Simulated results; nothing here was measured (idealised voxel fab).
A process module follows: voxel capacitor over wiring.
This is section cut - it's 155 nm across, gridded in 5 nm square cells.
How to read a cross-section here: the picture is a grid of square cells, written as bands going from the top down, and any band can span one or more rows of cells.
This entry defines a band. It first specifies the height of the band's top and the height of its bottom in nm, and then specifies the band's materials from left to right, stating each material with its width in nm. The word "full width" identifies a single material that fills the band from edge to edge, while the word "blank" identifies empty space.
Zero point of the height axis is 0; under it, received wafer = one material. Lowest band: continues down indefinitely, "0 -> down".
With a width like "30 to 40", each row of cells in the band differs from the next by the same amount, the top row carrying the first number and the bottom row the second.
The cross-section has no changed cell in any step marked "everything unchanged".
"Closed internal cavities" contains a list of empty spaces, each no smaller than 8 cells and without an open way to the top, written in the form width x height at distance with the distance from the left edge and all three in nm.
Note: text after step settings on the step line = simulator remark on that step.
Regarding "overlay nm": on a step with a mask, it is the distance the mask lay to the right of its planned place; a negative value places it to the left.

# Planned process steps
1. RECEIVE,material Si
2. CONFORMAL_DEP,material SiO2,thk nm 15
3. DIRECTIONAL_DEP,material TiN,thk nm 5
4. DIRECTIONAL_DEP,material W,thk nm 15
5. DIRECTIONAL_DEP,material aC,thk nm 10
6. PATTERN,tone cover,mask id METAL_1,material resist,width nm 20,pitch nm 75,thk nm 25,overlay nm 0
7. DIRECTIONAL_ETCH,etch materials aC,depth nm 10
8. STRIP,etch materials resist
9. DIRECTIONAL_ETCH,etch materials W,depth nm 15
10. DIRECTIONAL_ETCH,etch materials TiN,depth nm 5
11. STRIP,etch materials aC
12. FILL_DEP,material SiO2,thk nm 10
13. CMP,height nm 35
14. CONFORMAL_DEP,material SiCN,thk nm 5
15. DIRECTIONAL_DEP,material lowk,thk nm 20
16. PATTERN,tone open,mask id PLUG_1,material resist,width nm 15,thk nm 15,overlay nm 0
17. DIRECTIONAL_ETCH,etch materials lowk,depth nm 20
18. DIRECTIONAL_ETCH,etch materials SiCN,depth nm 5
19. STRIP,etch materials resist
20. EPI,material Ru,thk nm 10
21. EPI,material Ru,thk nm 10
22. EPI,material Ru,thk nm 5
23. DIRECTIONAL_DEP,material TiN,thk nm 10
24. DIRECTIONAL_DEP,material SiN,thk nm 5
25. DIRECTIONAL_DEP,material TiN,thk nm 10
26. MASKED_ETCH,tone cover,mask id UPPER_PLATE,width nm 60,etch materials TiN,depth nm 10,overlay nm 0
27. MASKED_ETCH,tone cover,mask id UPPER_PLATE,width nm 60,etch materials SiN,depth nm 5,overlay nm 0
28. MASKED_ETCH,tone cover,mask id LOWER_PLATE,width nm 70,etch materials TiN,depth nm 10,overlay nm 0
29. FILL_DEP,material SiO2,thk nm 15
30. CMP,height nm 95
31. MASKED_ETCH,tone open,mask id PLUG_2,width nm 15,etch materials SiO2,depth nm 10,overlay nm 0
32. CONFORMAL_DEP,material TiN,thk nm 5
33. FILL_DEP,material Ru,thk nm 5
34. CMP,height nm 95
35. CONFORMAL_DEP,material SiN,thk nm 5

# Here's what the wafer looked like in cross-section when it arrived - that's after step 1
* 0 -> down: Si full width
* Closed internal cavities: none

# What the wafer looks like in cross-section after this module, when it starts as shown above and follows the plan above but one mistake is made in running it
* 100 -> 95: SiN full width
* 95 -> 90: SiO2 45 nm | TiN 5 nm | Ru 5 nm | TiN 5 nm | SiO2 95 nm
* 90 -> 85: SiO2 45 nm | TiN 15 nm | SiO2 95 nm
* 85 -> 75: SiO2 35 nm | TiN 60 nm | SiO2 60 nm
* 75 -> 70: SiO2 35 nm | SiN 60 nm | SiO2 60 nm
* 70 -> 60: SiO2 25 nm | TiN 80 nm | SiO2 50 nm
* 60 -> 40: lowk 35 nm | Ru 15 nm | lowk 105 nm
* 40 -> 35: SiCN 35 nm | Ru 15 nm | SiCN 105 nm
* 35 -> 20: SiO2 30 nm | W 20 nm | SiO2 55 nm | W 20 nm | SiO2 30 nm
* 20 -> 15: SiO2 30 nm | TiN 20 nm | SiO2 55 nm | TiN 20 nm | SiO2 30 nm
* 15 -> 0: SiO2 full width
* 0 -> down: Si full width
* Closed internal cavities: none
What went wrong in running the wafer? step 28: run off-plan, actual operation and settings MASKED_ETCH,tone cover,mask id LOWER_PLATE,width nm 80,etch materials TiN,depth nm 10,overlay nm 0
